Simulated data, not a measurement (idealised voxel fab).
process module | voxel quadruple lines
cross-section cut | 225 nm wide | cells 5 nm
A cross-section is a grid of square cells, given in bands from the top down. A band is one or more rows of cells.
Each band's line starts with the height of the band's top and of its bottom, in nm. Then come its materials from left to right, each with its width in nm. One material with "throughout" fills the band from edge to edge. "air" is empty space.
Height 0 is the level under which the wafer as received is all one material. The lowest band goes on downwards, as in "0 down".
A width such as "30 to 40" changes by the same amount from each row of cells to the next, from the band's top row to its bottom row.
"no change" after a step means that no cell of the cross-section changed.
closed voids: empty space of 8 cells or more with no open way to the top, each as width x height at its distance from the left edge, in nm
after a step's settings: what the simulator itself notes on the step
overlay nm, on a step with a mask: how far to the right of its planned place the mask lay; to the left if negative
plan
1 op RECEIVE | material Si
2 op CONFORMAL_DEP | material SiO2 | thk nm 10
3 op DIRECTIONAL_DEP | material TiN | thk nm 10
4 op DIRECTIONAL_DEP | material polySi | thk nm 20
5 op DIRECTIONAL_DEP | material aC | thk nm 20
6 op PATTERN | tone cover | mask id MANDREL | material resist | width nm 30 | thk nm 30 | overlay nm 0
7 op DIRECTIONAL_ETCH | etch materials aC | depth nm 20
8 op STRIP | etch materials resist
9 op CONFORMAL_DEP | material SiO2 | thk nm 10
10 op DIRECTIONAL_ETCH | etch materials SiO2 | depth nm 10
11 op STRIP | etch materials aC
12 op DIRECTIONAL_ETCH | etch materials polySi | depth nm 20
13 op STRIP | etch materials SiO2
14 op CONFORMAL_DEP | material SiN | thk nm 10
15 op DIRECTIONAL_ETCH | etch materials SiN | depth nm 10
16 op STRIP | etch materials polySi
17 op DIRECTIONAL_ETCH | etch materials TiN | depth nm 10
18 op STRIP | etch materials SiN
19 op FILL_DEP | material lowk | thk nm 10
20 op CMP | height nm 20
as received, after step 1
  0 down: Si throughout
  closed voids: none
first wafer at the end, as planned
  20 to 10: lowk 75 | TiN 10 | lowk 10 | TiN 10 | lowk 10 | TiN 10 | lowk 10 | TiN 10 | lowk 80
  10 to 0: SiO2 throughout
  0 down: Si throughout
  closed voids: none
second wafer at the end: like start, like plan, one mistake
  20 to 10: lowk 70 | TiN 10 | lowk 10 | TiN 10 | lowk 10 | TiN 10 | lowk 10 | TiN 10 | lowk 85
  10 to 0: SiO2 throughout
  0 down: Si throughout
  closed voids: none
what went wrong: step 6 ran as: op PATTERN | tone cover | mask id MANDREL | material resist | width nm 30 | thk nm 30 | overlay nm -5
at the end the second wafer has, in cells: as many of each material as the first, in other places
